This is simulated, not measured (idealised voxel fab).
Process module heading - voxel transistor to metal
The cross-section on display is named cut; it measures 150 nm wide, and its cells are 5 nm squares.
We lay out every cross-section as a grid of square cells and spell it out in bands from the top down, where one band means one or more rows of cells.
For a band, the entry starts with two heights in nm, that of the top and then that of the bottom, and carries on with the band's materials in order from left to right, each alongside its width in nm; the word "full width" beside a single material means it fills the band edge to edge, and "empty" means empty space.
It should be noted that heights are counted from 0, beneath which the wafer as supplied is of one material throughout, and that the lowest band possesses no lower boundary but continues downward, as written in "from 0 down".
Width spec "30..40" -> top row of cells at first value, bottom row at second value, equal per-row change in between.
"nothing was modified" -> step changed no cross-section cell.
"Enclosed internal voids" enumerates empty spaces isolated from the top, with no open way to it, that contain at least 8 cells, giving each as width x height at distance from the left edge, all three in nm.
The remark found on a step's line after its settings is issued by the simulator itself and pertains to that step.
Steps that use a mask can have "overlay nm" on their line. It says how far the mask sat to the right of where it was meant to be. Negative means to the left.

-- List of planned process steps
1 RECEIVE: material Si
2 OXIDIZE: depth nm 5
3 CONFORMAL_DEP: material SiN, thk nm 10
4 MASKED_ETCH: tone cover, mask id ACTIVE, width nm 105, etch materials SiN, depth nm 10, overlay nm 0
5 MASKED_ETCH: tone cover, mask id ACTIVE, width nm 105, etch materials SiO2, depth nm 5, overlay nm 0
6 MASKED_ETCH: tone cover, mask id ACTIVE, width nm 105, etch materials Si, depth nm 25, overlay nm 0
7 FILL_DEP: material SiO2, thk nm 15
8 CMP: height nm 10
9 SELECTIVE_ETCH: etch materials SiO2, depth nm 10
10 STRIP: etch materials SiN
11 SELECTIVE_ETCH: etch materials SiO2, depth nm 5
12 OXIDIZE: depth nm 5
13 DIRECTIONAL_DEP: material polySi, thk nm 20
14 DIRECTIONAL_DEP: material SiCN, thk nm 10
15 PATTERN: tone cover, mask id GATE, material resist, width nm 15, thk nm 15, overlay nm 0
16 DIRECTIONAL_ETCH: etch materials SiCN, depth nm 20
17 DIRECTIONAL_ETCH: etch materials polySi, depth nm 30
18 STRIP: etch materials resist
19 CONFORMAL_DEP: material SiO2, thk nm 5
20 DIRECTIONAL_ETCH: etch materials SiO2, depth nm 5
21 CONFORMAL_DEP: material SiN, thk nm 10
22 DIRECTIONAL_ETCH: etch materials SiN, depth nm 10
23 DIRECTIONAL_ETCH: etch materials SiO2, depth nm 5
24 DIRECTIONAL_ETCH: etch materials Si, depth nm 5
25 EPI: material SiGe, thk nm 5
26 FILL_DEP: material SiO2, thk nm 5
27 CMP: height nm 25
28 DIRECTIONAL_DEP: material SiO2, thk nm 10
29 DIRECTIONAL_DEP: material aC, thk nm 15
30 PATTERN: tone open, mask id CONTACT, material resist, width nm 30, pitch nm 55, thk nm 35, overlay nm 0
31 DIRECTIONAL_ETCH: etch materials aC, depth nm 15
32 STRIP: etch materials resist
33 DIRECTIONAL_ETCH: etch materials SiO2, depth nm 45
34 STRIP: etch materials aC
35 CONFORMAL_DEP: material TiN, thk nm 5
36 FILL_DEP: material W, thk nm 5
37 CMP: height nm 35
38 DIRECTIONAL_DEP: material TiN, thk nm 5
39 DIRECTIONAL_DEP: material Ru, thk nm 15
40 PATTERN: tone cover, mask id METAL_1, material resist, width nm 15, pitch nm 70, thk nm 20, overlay nm 0
41 DIRECTIONAL_ETCH: etch materials Ru, depth nm 15
42 DIRECTIONAL_ETCH: etch materials TiN, depth nm 5
43 STRIP: etch materials resist
44 CONFORMAL_DEP: material SiCN, thk nm 5
45 FILL_DEP: material lowk, thk nm 10
46 CMP: height nm 55
47 CONFORMAL_DEP: material SiCN, thk nm 5
48 DIRECTIONAL_DEP: material SiO2, thk nm 35
49 PATTERN: tone open, mask id METAL_2, material resist, width nm 15, pitch nm 70, thk nm 20, overlay nm 0
50 DIRECTIONAL_ETCH: etch materials SiO2, depth nm 20
51 STRIP: etch materials resist
52 DIRECTIONAL_DEP: material aC, thk nm 10
53 PATTERN: tone open, mask id METAL_2_HOLES, material resist, width nm 15, pitch nm 70, thk nm 30, overlay nm 0
54 DIRECTIONAL_ETCH: etch materials aC, depth nm 10
55 STRIP: etch materials resist
56 DIRECTIONAL_ETCH: etch materials SiO2, depth nm 15
57 DIRECTIONAL_ETCH: etch materials SiCN, depth nm 5
58 STRIP: etch materials aC
59 CONFORMAL_DEP: material TiN, thk nm 5
60 FILL_DEP: material Cu, thk nm 5
61 CMP: height nm 95
62 CONFORMAL_DEP: material SiCN, thk nm 5

-- Wafer at receipt (post step 1), cross-section
	from 0 down = Si full width
	Enclosed internal voids: none

-- Sectioned view, first of two wafers, at the close of the module, processed as intended in the plan
	from 100 to 95 = SiCN full width
	from 95 to 60 = SiO2 (30) / TiN (5) / Cu (5) / TiN (5) / SiO2 (55) / TiN (5) / Cu (5) / TiN (5) / SiO2 (35)
	from 60 to 55 = SiCN (30) / TiN (15) / SiCN (55) / TiN (15) / SiCN (35)
	from 55 to 40 = lowk (25) / SiCN (5) / Ru (15) / SiCN (5) / lowk (45) / SiCN (5) / Ru (15) / SiCN (5) / lowk (30)
	from 40 to 35 = SiCN (30) / TiN (15) / SiCN (55) / TiN (15) / SiCN (35)
	from 35 to 25 = SiO2 (30) / TiN (5) / W (20..10) / TiN (5..15) / SiO2 (25) / TiN (5..15) / W (20..10) / TiN (5) / SiO2 (35)
	from 25 to 15 = SiO2 (30) / TiN (5) / W (10) / TiN (5) / SiN (10) / SiO2 (5) / SiCN (15) / SiO2 (5) / SiN (10) / TiN (5) / W (10) / TiN (5) / SiO2 (35)
	from 15 to 0 = SiO2 (30) / TiN (5) / W (10) / TiN (5) / SiN (10) / SiO2 (5) / polySi (15) / SiO2 (5) / SiN (10) / TiN (5) / W (10) / TiN (5) / SiO2 (35)
	from 0 to -5 = SiO2 (30) / TiN (5) / W (5) / TiN (10) / SiN (10) / SiO2 (5) / polySi (15) / SiO2 (5) / SiN (10) / TiN (10) / W (5) / TiN (5) / SiO2 (35)
	from -5 to -10 = SiO2 (30) / TiN (15) / SiGe (5) / SiO2 (45) / SiGe (5) / TiN (15) / SiO2 (35)
	from -10 to -15 = SiO2 (20) / SiGe (30) / Si (45) / SiGe (30) / SiO2 (25)
	from -15 to -30 = SiO2 (20) / Si (105) / SiO2 (25)
	from -30 down = Si full width
	Enclosed internal voids: none

-- End of module, second wafer, cross-section. Started like the first, planned like the first, run with one mistake
	from 100 to 95 = SiCN full width
	from 95 to 60 = SiO2 (30) / TiN (5) / Cu (5) / TiN (5) / SiO2 (55) / TiN (5) / Cu (5) / TiN (5) / SiO2 (35)
	from 60 to 55 = SiCN (30) / TiN (15) / SiCN (55) / TiN (15) / SiCN (35)
	from 55 to 40 = lowk (25) / SiCN (5) / Ru (15) / SiCN (5) / lowk (45) / SiCN (5) / Ru (15) / SiCN (5) / lowk (30)
	from 40 to 35 = SiCN (30) / TiN (15) / SiCN (55) / TiN (15) / SiCN (35)
	from 35 to 25 = SiO2 (30) / TiN (5) / W (20..15) / TiN (5..10) / SiO2 (25) / TiN (5..10) / W (20..15) / TiN (5) / SiO2 (35)
	from 25 to 15 = SiO2 (30) / TiN (5) / W (15..10) / TiN (5..10) / SiN (10) / SiCN (15) / SiN (10) / TiN (5..10) / W (15..10) / TiN (5) / SiO2 (35)
	from 15 to 0 = SiO2 (30) / TiN (5) / W (10) / TiN (5) / SiN (10) / SiO2 (5) / polySi (15) / SiO2 (5) / SiN (10) / TiN (5) / W (10) / TiN (5) / SiO2 (35)
	from 0 to -5 = SiO2 (30) / TiN (5) / W (5) / TiN (10) / SiN (10) / SiO2 (5) / polySi (15) / SiO2 (5) / SiN (10) / TiN (10) / W (5) / TiN (5) / SiO2 (35)
	from -5 to -10 = SiO2 (30) / TiN (15) / SiGe (5) / SiN (10) / SiO2 (25) / SiN (10) / SiGe (5) / TiN (15) / SiO2 (35)
	from -10 to -15 = SiO2 (10) / SiN (10) / SiGe (30) / Si (45) / SiGe (30) / SiN (10) / SiO2 (15)
	from -15 to -30 = SiO2 (20) / Si (105) / SiO2 (25)
	from -30 down = Si full width
	Enclosed internal voids: none
It is concluded that the wafer was processed incorrectly with respect to the plan, in that heads up, step 20 didn't go per plan, it actually ran as DIRECTIONAL_ETCH: etch materials SiO2, depth nm 15
Upon completion, the second wafer contains, in terms of cells, a greater or smaller amount of certain materials than the first wafer: SiN: 8 more | SiO2: 12 fewer | W: 4 more
